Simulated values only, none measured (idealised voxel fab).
Process module, titled voxel self aligned vias
Cross-section cut: width 230 nm, square cells of 5 nm.
Square cells in a grid make up a cross-section in this document, and the grid is given as bands, listed from the top down, each one or more rows of cells. In this notation a band is specified by the heights of its top and bottom, in that order and in nm, after which its materials appear from left to right, each paired with its width in nm. The word "everywhere" attached to a single material means that material fills the band from edge to edge; the word "empty" stands for empty space. It should be noted that heights are counted from 0, beneath which the wafer as supplied is of one material throughout, and that the lowest band possesses no lower boundary but continues downward, as written in "0 down". The two numbers in a width such as "30 to 40" mark its ends across the band: the first belongs to the top row of cells, the second to the bottom row, and from each row to the next the width moves by the same amount. Take "no alterations made" at face value: in the step it is given for, the cross-section changed in none of its cells. Closed-off voids of 8+ cells (no open route to the top) go in "Closed void register", written width x height at distance from the left edge, in nm. Post-settings text on a step line: simulator's own remark regarding the step. overlay nm: how far to the right of its planned place the mask lay on this masked step (negative: to the left). Note on reading: below, each pair holds a cross-section from before one process step and one from after it; the one from after shows only down to the lowest band that changed. Beneath the pair, the step in between is stated along with its settings. The pairs can stem from different runs of this module on the same starting wafer. Where a pair's entry headed "Geometry before processing" says so, and only there, that pair continues from the pair above it.

# Geometry before processing
0 down  Si everywhere
Closed void register: none

# after
15 to 0  SiO2 everywhere
Under the height 0 nothing was changed.
Closed void register: none
Transition step, before and after shown above: CONFORMAL_DEP with material SiO2, thk nm 15

Geometry before processing: taken from the pair above, after panel.

# after
20 to 15  SiCN everywhere
Under the height 15 nothing was changed.
Closed void register: none
Transition step, before and after shown above: CONFORMAL_DEP with material SiCN, thk nm 5

Geometry before processing: taken from the pair above, after panel.

# after
50 to 20  SiO2 everywhere
Under the height 20 nothing was changed.
Closed void register: none
Transition step, before and after shown above: DIRECTIONAL_DEP with material SiO2, thk nm 30

Geometry before processing: taken from the pair above, after panel.

# after
50 to 20  SiO2: 35, empty: 30, SiO2: 35, empty: 30, SiO2: 35, empty: 30, SiO2: 35
Under the height 20 nothing was changed.
Closed void register: none
Transition step, before and after shown above: MASKED_ETCH with tone open, mask id LINES, width nm 30, pitch nm 65, etch materials SiO2, depth nm 30, overlay nm 0

Geometry before processing: taken from the pair above, after panel.

# after
55 to 50  TiN: 40, empty: 20, TiN: 45, empty: 20, TiN: 45, empty: 20, TiN: 40
50 to 25  SiO2: 35, TiN: 5, empty: 20, TiN: 5, SiO2: 35, TiN: 5, empty: 20, TiN: 5, SiO2: 35, TiN: 5, empty: 20, TiN: 5, SiO2: 35
25 to 20  SiO2: 35, TiN: 30, SiO2: 35, TiN: 30, SiO2: 35, TiN: 30, SiO2: 35
Under the height 20 nothing was changed.
Closed void register: none
Transition step, before and after shown above: CONFORMAL_DEP with material TiN, thk nm 5

Geometry before processing: taken from the pair above, after panel.

# after
60 to 55  Ru everywhere
55 to 50  TiN: 40, Ru: 20, TiN: 45, Ru: 20, TiN: 45, Ru: 20, TiN: 40
50 to 25  SiO2: 35, TiN: 5, Ru: 20, TiN: 5, SiO2: 35, TiN: 5, Ru: 20, TiN: 5, SiO2: 35, TiN: 5, Ru: 20, TiN: 5, SiO2: 35
Under the height 25 nothing was changed.
Closed void register: none
Transition step, before and after shown above: FILL_DEP with material Ru, thk nm 5

Geometry before processing: taken from the pair above, after panel.

# after
50 to 25  SiO2: 35, TiN: 5, Ru: 20, TiN: 5, SiO2: 35, TiN: 5, Ru: 20, TiN: 5, SiO2: 35, TiN: 5, Ru: 20, TiN: 5, SiO2: 35
Under the height 25 nothing was changed.
Closed void register: none
Transition step, before and after shown above: CMP with height nm 50

Geometry before processing: taken from the pair above, after panel.

# after
50 to 40  SiO2: 35, empty: 30, SiO2: 35, empty: 30, SiO2: 35, empty: 30, SiO2: 35
Under the height 40 nothing was changed.
Closed void register: none
Transition step, before and after shown above: SELECTIVE_ETCH with etch materials W Ru TiN, depth nm 10

Geometry before processing: taken from the pair above, after panel.

# after
55 to 50  SiN everywhere
50 to 40  SiO2: 35, SiN: 30, SiO2: 35, SiN: 30, SiO2: 35, SiN: 30, SiO2: 35
Under the height 40 nothing was changed.
Closed void register: none
Transition step, before and after shown above: FILL_DEP with material SiN, thk nm 5

Geometry before processing: taken from the pair above, after panel.

# after
50 to 40  SiO2: 35, SiN: 30, SiO2: 35, SiN: 30, SiO2: 35, SiN: 30, SiO2: 35
Under the height 40 nothing was changed.
Closed void register: none
Transition step, before and after shown above: CMP with height nm 50

Geometry before processing: taken from the pair above, after panel.

# after
70 to 50  SiO2 everywhere
Under the height 50 nothing was changed.
Closed void register: none
Transition step, before and after shown above: DIRECTIONAL_DEP with material SiO2, thk nm 20

Geometry before processing: taken from the pair above, after panel.

# after
70 to 50  SiO2: 30, empty: 40, SiO2: 90, empty: 40, SiO2: 30
Under the height 50 nothing was changed.
Closed void register: none
Transition step, before and after shown above: MASKED_ETCH with tone open, mask id VIAS, width nm 40, pitch nm 130, etch materials SiO2, depth nm 20, overlay nm 0

Geometry before processing: taken from the pair above, after panel.

# after
70 to 50  SiO2: 30, empty: 40, SiO2: 90, empty: 40, SiO2: 30
50 to 40  SiO2: 35, empty: 30, SiO2: 35, SiN: 30, SiO2: 35, empty: 30, SiO2: 35
Under the height 40 nothing was changed.
Closed void register: none
Transition step, before and after shown above: MASKED_ETCH with tone open, mask id VIAS, width nm 40, pitch nm 130, etch materials SiN, depth nm 10, overlay nm 0

Geometry before processing: taken from the pair above, after panel.

# after
75 to 70  TiN: 35, empty: 30, TiN: 100, empty: 30, TiN: 35
70 to 55  SiO2: 30, TiN: 5, empty: 30, TiN: 5, SiO2: 90, TiN: 5, empty: 30, TiN: 5, SiO2: 30
55 to 50  SiO2: 30, TiN: 10, empty: 20, TiN: 10, SiO2: 90, TiN: 10, empty: 20, TiN: 10, SiO2: 30
50 to 45  SiO2: 35, TiN: 5, empty: 20, TiN: 5, SiO2: 35, SiN: 30, SiO2: 35, TiN: 5, empty: 20, TiN: 5, SiO2: 35
45 to 40  SiO2: 35, TiN: 30, SiO2: 35, SiN: 30, SiO2: 35, TiN: 30, SiO2: 35
Under the height 40 nothing was changed.
Closed void register: none
Transition step, before and after shown above: CONFORMAL_DEP with material TiN, thk nm 5

Geometry before processing: taken from the pair above, after panel.

# after
80 to 75  Ru everywhere
75 to 70  TiN: 35, Ru: 30, TiN: 100, Ru: 30, TiN: 35
70 to 55  SiO2: 30, TiN: 5, Ru: 30, TiN: 5, SiO2: 90, TiN: 5, Ru: 30, TiN: 5, SiO2: 30
55 to 50  SiO2: 30, TiN: 10, Ru: 20, TiN: 10, SiO2: 90, TiN: 10, Ru: 20, TiN: 10, SiO2: 30
50 to 45  SiO2: 35, TiN: 5, Ru: 20, TiN: 5, SiO2: 35, SiN: 30, SiO2: 35, TiN: 5, Ru: 20, TiN: 5, SiO2: 35
Under the height 45 nothing was changed.
Closed void register: none
Transition step, before and after shown above: FILL_DEP with material Ru, thk nm 5

Geometry before processing: taken from the pair above, after panel.

# after
70 to 55  SiO2: 30, TiN: 5, Ru: 30, TiN: 5, SiO2: 90, TiN: 5, Ru: 30, TiN: 5, SiO2: 30
Under the height 55 nothing was changed.
Closed void register: none
Transition step, before and after shown above: CMP with height nm 70

Geometry before processing: taken from the pair above, after panel.

# after
75 to 70  SiN everywhere
Under the height 70 nothing was changed.
Closed void register: none
Transition step, before and after shown above: CONFORMAL_DEP with material SiN, thk nm 5

# Geometry before processing
15 to 0  SiO2 everywhere
0 down  Si everywhere
Closed void register: none

# after
45 to 0  SiO2 everywhere
Under the height 0 nothing was changed.
Closed void register: none
Transition step, before and after shown above: DIRECTIONAL_DEP with material SiO2, thk nm 30

Geometry before processing: taken from the pair above, after panel.

# after
45 to 15  SiO2: 35, empty: 30, SiO2: 35, empty: 30, SiO2: 35, empty: 30, SiO2: 35
Under the height 15 nothing was changed.
Closed void register: none
Transition step, before and after shown above: MASKED_ETCH with tone open, mask id LINES, width nm 30, pitch nm 65, etch materials SiO2, depth nm 30, overlay nm 0

Geometry before processing: taken from the pair above, after panel.

# after
50 to 45  TiN: 40, empty: 20, TiN: 45, empty: 20, TiN: 45, empty: 20, TiN: 40
45 to 20  SiO2: 35, TiN: 5, empty: 20, TiN: 5, SiO2: 35, TiN: 5, empty: 20, TiN: 5, SiO2: 35, TiN: 5, empty: 20, TiN: 5, SiO2: 35
20 to 15  SiO2: 35, TiN: 30, SiO2: 35, TiN: 30, SiO2: 35, TiN: 30, SiO2: 35
Under the height 15 nothing was changed.
Closed void register: none
Transition step, before and after shown above: CONFORMAL_DEP with material TiN, thk nm 5

Geometry before processing: taken from the pair above, after panel.

# after
55 to 50  Ru everywhere
50 to 45  TiN: 40, Ru: 20, TiN: 45, Ru: 20, TiN: 45, Ru: 20, TiN: 40
45 to 20  SiO2: 35, TiN: 5, Ru: 20, TiN: 5, SiO2: 35, TiN: 5, Ru: 20, TiN: 5, SiO2: 35, TiN: 5, Ru: 20, TiN: 5, SiO2: 35
Under the height 20 nothing was changed.
Closed void register: none
Transition step, before and after shown above: FILL_DEP with material Ru, thk nm 5

Geometry before processing: taken from the pair above, after panel.

# after
50 to 45  TiN: 40, Ru: 20, TiN: 45, Ru: 20, TiN: 45, Ru: 20, TiN: 40
Under the height 45 nothing was changed.
Closed void register: none
Transition step, before and after shown above: CMP with height nm 50

Geometry before processing: taken from the pair above, after panel.

# after
45 to 40  SiO2: 35, empty: 30, SiO2: 35, empty: 30, SiO2: 35, empty: 30, SiO2: 35
Under the height 40 nothing was changed.
Closed void register: none
Transition step, before and after shown above: SELECTIVE_ETCH with etch materials W Ru TiN, depth nm 10

Geometry before processing: taken from the pair above, after panel.

# after
50 to 45  SiN everywhere
45 to 40  SiO2: 35, SiN: 30, SiO2: 35, SiN: 30, SiO2: 35, SiN: 30, SiO2: 35
Under the height 40 nothing was changed.
Closed void register: none
Transition step, before and after shown above: FILL_DEP with material SiN, thk nm 5

Geometry before processing: taken from the pair above, after panel.

# after
70 to 50  SiO2 everywhere
Under the height 50 nothing was changed.
Closed void register: none
Transition step, before and after shown above: DIRECTIONAL_DEP with material SiO2, thk nm 20

Geometry before processing: taken from the pair above, after panel.

# after
70 to 50  SiO2: 30, empty: 40, SiO2: 90, empty: 40, SiO2: 30
Under the height 50 nothing was changed.
Closed void register: none
Transition step, before and after shown above: MASKED_ETCH with tone open, mask id VIAS, width nm 40, pitch nm 130, etch materials SiO2, depth nm 20, overlay nm 0

Geometry before processing: taken from the pair above, after panel.

# after
70 to 50  SiO2: 30, empty: 40, SiO2: 90, empty: 40, SiO2: 30
50 to 45  SiN: 30, empty: 40, SiN: 90, empty: 40, SiN: 30
45 to 40  SiO2: 35, empty: 30, SiO2: 35, SiN: 30, SiO2: 35, empty: 30, SiO2: 35
Under the height 40 nothing was changed.
Closed void register: none
Transition step, before and after shown above: MASKED_ETCH with tone open, mask id VIAS, width nm 40, pitch nm 130, etch materials SiN, depth nm 10, overlay nm 0

Geometry before processing: taken from the pair above, after panel.

# after
75 to 70  TiN: 35, empty: 30, TiN: 100, empty: 30, TiN: 35
70 to 50  SiO2: 30, TiN: 5, empty: 30, TiN: 5, SiO2: 90, TiN: 5, empty: 30, TiN: 5, SiO2: 30
50 to 45  SiN: 30, TiN: 10, empty: 20, TiN: 10, SiN: 90, TiN: 10, empty: 20, TiN: 10, SiN: 30
45 to 40  SiO2: 35, TiN: 30, SiO2: 35, SiN: 30, SiO2: 35, TiN: 30, SiO2: 35
Under the height 40 nothing was changed.
Closed void register: none
Transition step, before and after shown above: CONFORMAL_DEP with material TiN, thk nm 5

Geometry before processing: taken from the pair above, after panel.

# after
80 to 75  Ru everywhere
75 to 70  TiN: 35, Ru: 30, TiN: 100, Ru: 30, TiN: 35
70 to 50  SiO2: 30, TiN: 5, Ru: 30, TiN: 5, SiO2: 90, TiN: 5, Ru: 30, TiN: 5, SiO2: 30
50 to 45  SiN: 30, TiN: 10, Ru: 20, TiN: 10, SiN: 90, TiN: 10, Ru: 20, TiN: 10, SiN: 30
Under the height 45 nothing was changed.
Closed void register: none
Transition step, before and after shown above: FILL_DEP with material Ru, thk nm 5

Geometry before processing: taken from the pair above, after panel.

# after
70 to 50  SiO2: 30, TiN: 5, Ru: 30, TiN: 5, SiO2: 90, TiN: 5, Ru: 30, TiN: 5, SiO2: 30
Under the height 50 nothing was changed.
Closed void register: none
Transition step, before and after shown above: CMP with height nm 70

Geometry before processing: taken from the pair above, after panel.

# after
75 to 70  SiN everywhere
Under the height 70 nothing was changed.
Closed void register: none
Transition step, before and after shown above: CONFORMAL_DEP with material SiN, thk nm 5

# Geometry before processing
15 to 0  SiO2 everywhere
0 down  Si everywhere
Closed void register: none

# after
30 to 0  SiO2 everywhere
Under the height 0 nothing was changed.
Closed void register: none
Transition step, before and after shown above: CONFORMAL_DEP with material SiO2, thk nm 15

Geometry before processing: taken from the pair above, after panel.

# after
35 to 30  SiCN everywhere
Under the height 30 nothing was changed.
Closed void register: none
Transition step, before and after shown above: CONFORMAL_DEP with material SiCN, thk nm 5

Geometry before processing: taken from the pair above, after panel.

# after
65 to 35  SiO2 everywhere
Under the height 35 nothing was changed.
Closed void register: none
Transition step, before and after shown above: DIRECTIONAL_DEP with material SiO2, thk nm 30

Geometry before processing: taken from the pair above, after panel.

# after
65 to 35  SiO2: 35, empty: 30, SiO2: 35, empty: 30, SiO2: 35, empty: 30, SiO2: 35
Under the height 35 nothing was changed.
Closed void register: none
Transition step, before and after shown above: MASKED_ETCH with tone open, mask id LINES, width nm 30, pitch nm 65, etch materials SiO2, depth nm 30, overlay nm 0

Geometry before processing: taken from the pair above, after panel.

# after
70 to 65  TiN: 40, empty: 20, TiN: 45, empty: 20, TiN: 45, empty: 20, TiN: 40
65 to 40  SiO2: 35, TiN: 5, empty: 20, TiN: 5, SiO2: 35, TiN: 5, empty: 20, TiN: 5, SiO2: 35, TiN: 5, empty: 20, TiN: 5, SiO2: 35
40 to 35  SiO2: 35, TiN: 30, SiO2: 35, TiN: 30, SiO2: 35, TiN: 30, SiO2: 35
Under the height 35 nothing was changed.
Closed void register: none
Transition step, before and after shown above: CONFORMAL_DEP with material TiN, thk nm 5

Geometry before processing: taken from the pair above, after panel.

# after
75 to 70  Ru everywhere
70 to 65  TiN: 40, Ru: 20, TiN: 45, Ru: 20, TiN: 45, Ru: 20, TiN: 40
65 to 40  SiO2: 35, TiN: 5, Ru: 20, TiN: 5, SiO2: 35, TiN: 5, Ru: 20, TiN: 5, SiO2: 35, TiN: 5, Ru: 20, TiN: 5, SiO2: 35
Under the height 40 nothing was changed.
Closed void register: none
Transition step, before and after shown above: FILL_DEP with material Ru, thk nm 5

Geometry before processing: taken from the pair above, after panel.

# after
50 to 40  SiO2: 35, TiN: 5, Ru: 20, TiN: 5, SiO2: 35, TiN: 5, Ru: 20, TiN: 5, SiO2: 35, TiN: 5, Ru: 20, TiN: 5, SiO2: 35
Under the height 40 nothing was changed.
Closed void register: none
Transition step, before and after shown above: CMP with height nm 50

Geometry before processing: taken from the pair above, after panel.

# after
50 to 40  SiO2: 35, empty: 30, SiO2: 35, empty: 30, SiO2: 35, empty: 30, SiO2: 35
Under the height 40 nothing was changed.
Closed void register: none
Transition step, before and after shown above: SELECTIVE_ETCH with etch materials W Ru TiN, depth nm 10

Geometry before processing: taken from the pair above, after panel.

# after
55 to 50  SiN everywhere
50 to 40  SiO2: 35, SiN: 30, SiO2: 35, SiN: 30, SiO2: 35, SiN: 30, SiO2: 35
Under the height 40 nothing was changed.
Closed void register: none
Transition step, before and after shown above: FILL_DEP with material SiN, thk nm 5

Geometry before processing: taken from the pair above, after panel.

# after
50 to 40  SiO2: 35, SiN: 30, SiO2: 35, SiN: 30, SiO2: 35, SiN: 30, SiO2: 35
Under the height 40 nothing was changed.
Closed void register: none
Transition step, before and after shown above: CMP with height nm 50

Geometry before processing: taken from the pair above, after panel.

# after
70 to 50  SiO2 everywhere
Under the height 50 nothing was changed.
Closed void register: none
Transition step, before and after shown above: DIRECTIONAL_DEP with material SiO2, thk nm 20

Geometry before processing: taken from the pair above, after panel.

# after
70 to 50  SiO2: 30, empty: 40, SiO2: 90, empty: 40, SiO2: 30
Under the height 50 nothing was changed.
Closed void register: none
Transition step, before and after shown above: MASKED_ETCH with tone open, mask id VIAS, width nm 40, pitch nm 130, etch materials SiO2, depth nm 20, overlay nm 0

Geometry before processing: taken from the pair above, after panel.

# after
70 to 50  SiO2: 30, empty: 40, SiO2: 90, empty: 40, SiO2: 30
50 to 40  SiO2: 35, empty: 30, SiO2: 35, SiN: 30, SiO2: 35, empty: 30, SiO2: 35
Under the height 40 nothing was changed.
Closed void register: none
Transition step, before and after shown above: MASKED_ETCH with tone open, mask id VIAS, width nm 40, pitch nm 130, etch materials SiN, depth nm 10, overlay nm 0

Geometry before processing: taken from the pair above, after panel.

# after
75 to 70  TiN: 35, empty: 30, TiN: 100, empty: 30, TiN: 35
70 to 55  SiO2: 30, TiN: 5, empty: 30, TiN: 5, SiO2: 90, TiN: 5, empty: 30, TiN: 5, SiO2: 30
55 to 50  SiO2: 30, TiN: 10, empty: 20, TiN: 10, SiO2: 90, TiN: 10, empty: 20, TiN: 10, SiO2: 30
50 to 45  SiO2: 35, TiN: 5, empty: 20, TiN: 5, SiO2: 35, SiN: 30, SiO2: 35, TiN: 5, empty: 20, TiN: 5, SiO2: 35
45 to 40  SiO2: 35, TiN: 30, SiO2: 35, SiN: 30, SiO2: 35, TiN: 30, SiO2: 35
Under the height 40 nothing was changed.
Closed void register: none
Transition step, before and after shown above: CONFORMAL_DEP with material TiN, thk nm 5

Geometry before processing: taken from the pair above, after panel.

# after
80 to 75  Ru everywhere
75 to 70  TiN: 35, Ru: 30, TiN: 100, Ru: 30, TiN: 35
70 to 55  SiO2: 30, TiN: 5, Ru: 30, TiN: 5, SiO2: 90, TiN: 5, Ru: 30, TiN: 5, SiO2: 30
55 to 50  SiO2: 30, TiN: 10, Ru: 20, TiN: 10, SiO2: 90, TiN: 10, Ru: 20, TiN: 10, SiO2: 30
50 to 45  SiO2: 35, TiN: 5, Ru: 20, TiN: 5, SiO2: 35, SiN: 30, SiO2: 35, TiN: 5, Ru: 20, TiN: 5, SiO2: 35
Under the height 45 nothing was changed.
Closed void register: none
Transition step, before and after shown above: FILL_DEP with material Ru, thk nm 5

Geometry before processing: taken from the pair above, after panel.

# after
70 to 55  SiO2: 30, TiN: 5, Ru: 30, TiN: 5, SiO2: 90, TiN: 5, Ru: 30, TiN: 5, SiO2: 30
Under the height 55 nothing was changed.
Closed void register: none
Transition step, before and after shown above: CMP with height nm 70

Geometry before processing: taken from the pair above, after panel.

# after
75 to 70  SiN everywhere
Under the height 70 nothing was changed.
Closed void register: none
Transition step, before and after shown above: CONFORMAL_DEP with material SiN, thk nm 5

# Geometry before processing
50 to 40  SiO2: 35, SiN: 30, SiO2: 35, SiN: 30, SiO2: 35, SiN: 30, SiO2: 35
40 to 25  SiO2: 35, TiN: 5, Ru: 20, TiN: 5, SiO2: 35, TiN: 5, Ru: 20, TiN: 5, SiO2: 35, TiN: 5, Ru: 20, TiN: 5, SiO2: 35
25 to 20  SiO2: 35, TiN: 30, SiO2: 35, TiN: 30, SiO2: 35, TiN: 30, SiO2: 35
20 to 15  SiCN everywhere
15 to 0  SiO2 everywhere
0 down  Si everywhere
Closed void register: none

# after
50 to 40  SiO2: 30, empty: 5, SiN: 30, empty: 5, SiO2: 30, SiN: 30, SiO2: 30, empty: 5, SiN: 30, empty: 5, SiO2: 30
40 to 30  SiO2: 30, empty: 5, TiN: 5, Ru: 20, TiN: 5, empty: 5, SiO2: 30, TiN: 5, Ru: 20, TiN: 5, SiO2: 30, empty: 5, TiN: 5, Ru: 20, TiN: 5, empty: 5, SiO2: 30
Under the height 30 nothing was changed.
Closed void register: none
Transition step, before and after shown above: MASKED_ETCH with tone open, mask id VIAS, width nm 40, pitch nm 130, etch materials SiO2, depth nm 20, overlay nm 0

Geometry before processing: taken from the pair above, after panel.

# after
70 to 50  SiO2: 30, empty: 5, SiO2: 30, empty: 5, SiO2: 90, empty: 5, SiO2: 30, empty: 5, SiO2: 30
50 to 40  SiO2: 35, SiN: 30, SiO2: 35, SiN: 30, SiO2: 35, SiN: 30, SiO2: 35
40 to 25  SiO2: 35, TiN: 5, Ru: 20, TiN: 5, SiO2: 35, TiN: 5, Ru: 20, TiN: 5, SiO2: 35, TiN: 5, Ru: 20, TiN: 5, SiO2: 35
Under the height 25 nothing was changed.
Closed void register: none
Transition step, before and after shown above: DIRECTIONAL_DEP with material SiO2, thk nm 20

Geometry before processing: taken from the pair above, after panel.

# after
75 to 70  TiN everywhere
70 to 50  SiO2: 30, TiN: 5, SiO2: 30, TiN: 5, SiO2: 90, TiN: 5, SiO2: 30, TiN: 5, SiO2: 30
Under the height 50 nothing was changed.
Closed void register: none
Transition step, before and after shown above: CONFORMAL_DEP with material TiN, thk nm 5

Geometry before processing: taken from the pair above, after panel.

# after
80 to 75  Ru everywhere
Under the height 75 nothing was changed.
Closed void register: none
Transition step, before and after shown above: FILL_DEP with material Ru, thk nm 5

Geometry before processing: taken from the pair above, after panel.

# after
70 to 50  SiO2: 30, TiN: 5, SiO2: 30, TiN: 5, SiO2: 90, TiN: 5, SiO2: 30, TiN: 5, SiO2: 30
Under the height 50 nothing was changed.
Closed void register: none
Transition step, before and after shown above: CMP with height nm 70

Geometry before processing: taken from the pair above, after panel.

# after
75 to 70  SiN everywhere
Under the height 70 nothing was changed.
Closed void register: none
Transition step, before and after shown above: CONFORMAL_DEP with material SiN, thk nm 5

# Geometry before processing
70 to 50  SiO2 everywhere
50 to 40  SiO2: 35, SiN: 30, SiO2: 35, SiN: 30, SiO2: 35, SiN: 30, SiO2: 35
40 to 25  SiO2: 35, TiN: 5, Ru: 20, TiN: 5, SiO2: 35, TiN: 5, Ru: 20, TiN: 5, SiO2: 35, TiN: 5, Ru: 20, TiN: 5, SiO2: 35
25 to 20  SiO2: 35, TiN: 30, SiO2: 35, TiN: 30, SiO2: 35, TiN: 30, SiO2: 35
20 to 15  SiCN everywhere
15 to 0  SiO2 everywhere
0 down  Si everywhere
Closed void register: none

# after
70 to 50  SiO2: 30, empty: 40, SiO2: 90, empty: 40, SiO2: 30
50 to 40  SiO2: 30, empty: 5, SiN: 30, empty: 5, SiO2: 30, SiN: 30, SiO2: 30, empty: 5, SiN: 30, empty: 5, SiO2: 30
Under the height 40 nothing was changed.
Closed void register: none
Transition step, before and after shown above: MASKED_ETCH with tone open, mask id VIAS, width nm 40, pitch nm 130, etch materials SiO2, depth nm 30, overlay nm 0

Geometry before processing: taken from the pair above, after panel.

# after
70 to 50  SiO2: 30, empty: 40, SiO2: 90, empty: 40, SiO2: 30
50 to 40  SiO2: 30, empty: 40, SiO2: 30, SiN: 30, SiO2: 30, empty: 40, SiO2: 30
Under the height 40 nothing was changed.
Closed void register: none
Transition step, before and after shown above: MASKED_ETCH with tone open, mask id VIAS, width nm 40, pitch nm 130, etch materials SiN, depth nm 10, overlay nm 0

Geometry before processing: taken from the pair above, after panel.

# after
75 to 70  TiN: 35, empty: 30, TiN: 100, empty: 30, TiN: 35
70 to 50  SiO2: 30, TiN: 5, empty: 30, TiN: 5, SiO2: 90, TiN: 5, empty: 30, TiN: 5, SiO2: 30
50 to 45  SiO2: 30, TiN: 5, empty: 30, TiN: 5, SiO2: 30, SiN: 30, SiO2: 30, TiN: 5, empty: 30, TiN: 5, SiO2: 30
45 to 40  SiO2: 30, TiN: 40, SiO2: 30, SiN: 30, SiO2: 30, TiN: 40, SiO2: 30
Under the height 40 nothing was changed.
Closed void register: none
Transition step, before and after shown above: CONFORMAL_DEP with material TiN, thk nm 5

Geometry before processing: taken from the pair above, after panel.

# after
80 to 75  Ru everywhere
75 to 70  TiN: 35, Ru: 30, TiN: 100, Ru: 30, TiN: 35
70 to 50  SiO2: 30, TiN: 5, Ru: 30, TiN: 5, SiO2: 90, TiN: 5, Ru: 30, TiN: 5, SiO2: 30
50 to 45  SiO2: 30, TiN: 5, Ru: 30, TiN: 5, SiO2: 30, SiN: 30, SiO2: 30, TiN: 5, Ru: 30, TiN: 5, SiO2: 30
Under the height 45 nothing was changed.
Closed void register: none
Transition step, before and after shown above: FILL_DEP with material Ru, thk nm 5

Geometry before processing: taken from the pair above, after panel.

# after
70 to 50  SiO2: 30, TiN: 5, Ru: 30, TiN: 5, SiO2: 90, TiN: 5, Ru: 30, TiN: 5, SiO2: 30
Under the height 50 nothing was changed.
Closed void register: none
Transition step, before and after shown above: CMP with height nm 70

Geometry before processing: taken from the pair above, after panel.

# after
75 to 70  SiN everywhere
Under the height 70 nothing was changed.
Closed void register: none
Transition step, before and after shown above: CONFORMAL_DEP with material SiN, thk nm 5

# Geometry before processing
70 to 50  SiO2 everywhere
50 to 40  SiO2: 35, SiN: 30, SiO2: 35, SiN: 30, SiO2: 35, SiN: 30, SiO2: 35
40 to 25  SiO2: 35, TiN: 5, Ru: 20, TiN: 5, SiO2: 35, TiN: 5, Ru: 20, TiN: 5, SiO2: 35, TiN: 5, Ru: 20, TiN: 5, SiO2: 35
25 to 20  SiO2: 35, TiN: 30, SiO2: 35, TiN: 30, SiO2: 35, TiN: 30, SiO2: 35
20 to 15  SiCN everywhere
15 to 0  SiO2 everywhere
0 down  Si everywhere
Closed void register: none

# after
70 to 50  SiO2: 35, empty: 35, SiO2: 95, empty: 35, SiO2: 30
Under the height 50 nothing was changed.
Closed void register: none
Transition step, before and after shown above: MASKED_ETCH with tone open, mask id VIAS, width nm 35, pitch nm 130, etch materials SiO2, depth nm 20, overlay nm 0

Geometry before processing: taken from the pair above, after panel.

# after
70 to 50  SiO2: 35, empty: 35, SiO2: 95, empty: 35, SiO2: 30
50 to 40  SiO2: 35, empty: 30, SiO2: 35, SiN: 30, SiO2: 35, empty: 30, SiO2: 35
Under the height 40 nothing was changed.
Closed void register: none
Transition step, before and after shown above: MASKED_ETCH with tone open, mask id VIAS, width nm 40, pitch nm 130, etch materials SiN, depth nm 10, overlay nm 0

Geometry before processing: taken from the pair above, after panel.

# after
75 to 70  TiN: 40, empty: 25, TiN: 105, empty: 25, TiN: 35
70 to 55  SiO2: 35, TiN: 5, empty: 25, TiN: 5, SiO2: 95, TiN: 5, empty: 25, TiN: 5, SiO2: 30
55 to 50  SiO2: 35, TiN: 5, empty: 20, TiN: 10, SiO2: 95, TiN: 5, empty: 20, TiN: 10, SiO2: 30
50 to 45  SiO2: 35, TiN: 5, empty: 20, TiN: 5, SiO2: 35, SiN: 30, SiO2: 35, TiN: 5, empty: 20, TiN: 5, SiO2: 35
45 to 40  SiO2: 35, TiN: 30, SiO2: 35, SiN: 30, SiO2: 35, TiN: 30, SiO2: 35
Under the height 40 nothing was changed.
Closed void register: none
Transition step, before and after shown above: CONFORMAL_DEP with material TiN, thk nm 5

Geometry before processing: taken from the pair above, after panel.

# after
80 to 75  Ru everywhere
75 to 70  TiN: 40, Ru: 25, TiN: 105, Ru: 25, TiN: 35
70 to 55  SiO2: 35, TiN: 5, Ru: 25, TiN: 5, SiO2: 95, TiN: 5, Ru: 25, TiN: 5, SiO2: 30
55 to 50  SiO2: 35, TiN: 5, Ru: 20, TiN: 10, SiO2: 95, TiN: 5, Ru: 20, TiN: 10, SiO2: 30
50 to 45  SiO2: 35, TiN: 5, Ru: 20, TiN: 5, SiO2: 35, SiN: 30, SiO2: 35, TiN: 5, Ru: 20, TiN: 5, SiO2: 35
Under the height 45 nothing was changed.
Closed void register: none
Transition step, before and after shown above: FILL_DEP with material Ru, thk nm 5

Geometry before processing: taken from the pair above, after panel.

# after
70 to 55  SiO2: 35, TiN: 5, Ru: 25, TiN: 5, SiO2: 95, TiN: 5, Ru: 25, TiN: 5, SiO2: 30
Under the height 55 nothing was changed.
Closed void register: none
Transition step, before and after shown above: CMP with height nm 70

Geometry before processing: taken from the pair above, after panel.

# after
75 to 70  SiN everywhere
Under the height 70 nothing was changed.
Closed void register: none
Transition step, before and after shown above: CONFORMAL_DEP with material SiN, thk nm 5

# Geometry before processing
50 to 20  SiO2 everywhere
20 to 15  SiCN everywhere
15 to 0  SiO2 everywhere
0 down  Si everywhere
Closed void register: none

# after
50 to 20  SiO2: 45, empty: 30, SiO2: 35, empty: 30, SiO2: 35, empty: 30, SiO2: 25
Under the height 20 nothing was changed.
Closed void register: none
Transition step, before and after shown above: MASKED_ETCH with tone open, mask id LINES, width nm 30, pitch nm 65, etch materials SiO2, depth nm 30, overlay nm 10

Geometry before processing: taken from the pair above, after panel.

# after
55 to 50  TiN: 50, empty: 20, TiN: 45, empty: 20, TiN: 45, empty: 20, TiN: 30
50 to 25  SiO2: 45, TiN: 5, empty: 20, TiN: 5, SiO2: 35, TiN: 5, empty: 20, TiN: 5, SiO2: 35, TiN: 5, empty: 20, TiN: 5, SiO2: 25
25 to 20  SiO2: 45, TiN: 30, SiO2: 35, TiN: 30, SiO2: 35, TiN: 30, SiO2: 25
Under the height 20 nothing was changed.
Closed void register: none
Transition step, before and after shown above: CONFORMAL_DEP with material TiN, thk nm 5

Geometry before processing: taken from the pair above, after panel.

# after
60 to 55  Ru everywhere
55 to 50  TiN: 50, Ru: 20, TiN: 45, Ru: 20, TiN: 45, Ru: 20, TiN: 30
50 to 25  SiO2: 45, TiN: 5, Ru: 20, TiN: 5, SiO2: 35, TiN: 5, Ru: 20, TiN: 5, SiO2: 35, TiN: 5, Ru: 20, TiN: 5, SiO2: 25
Under the height 25 nothing was changed.
Closed void register: none
Transition step, before and after shown above: FILL_DEP with material Ru, thk nm 5

Geometry before processing: taken from the pair above, after panel.

# after
50 to 25  SiO2: 45, TiN: 5, Ru: 20, TiN: 5, SiO2: 35, TiN: 5, Ru: 20, TiN: 5, SiO2: 35, TiN: 5, Ru: 20, TiN: 5, SiO2: 25
Under the height 25 nothing was changed.
Closed void register: none
Transition step, before and after shown above: CMP with height nm 50

Geometry before processing: taken from the pair above, after panel.

# after
50 to 40  SiO2: 45, empty: 30, SiO2: 35, empty: 30, SiO2: 35, empty: 30, SiO2: 25
Under the height 40 nothing was changed.
Closed void register: none
Transition step, before and after shown above: SELECTIVE_ETCH with etch materials W Ru TiN, depth nm 10
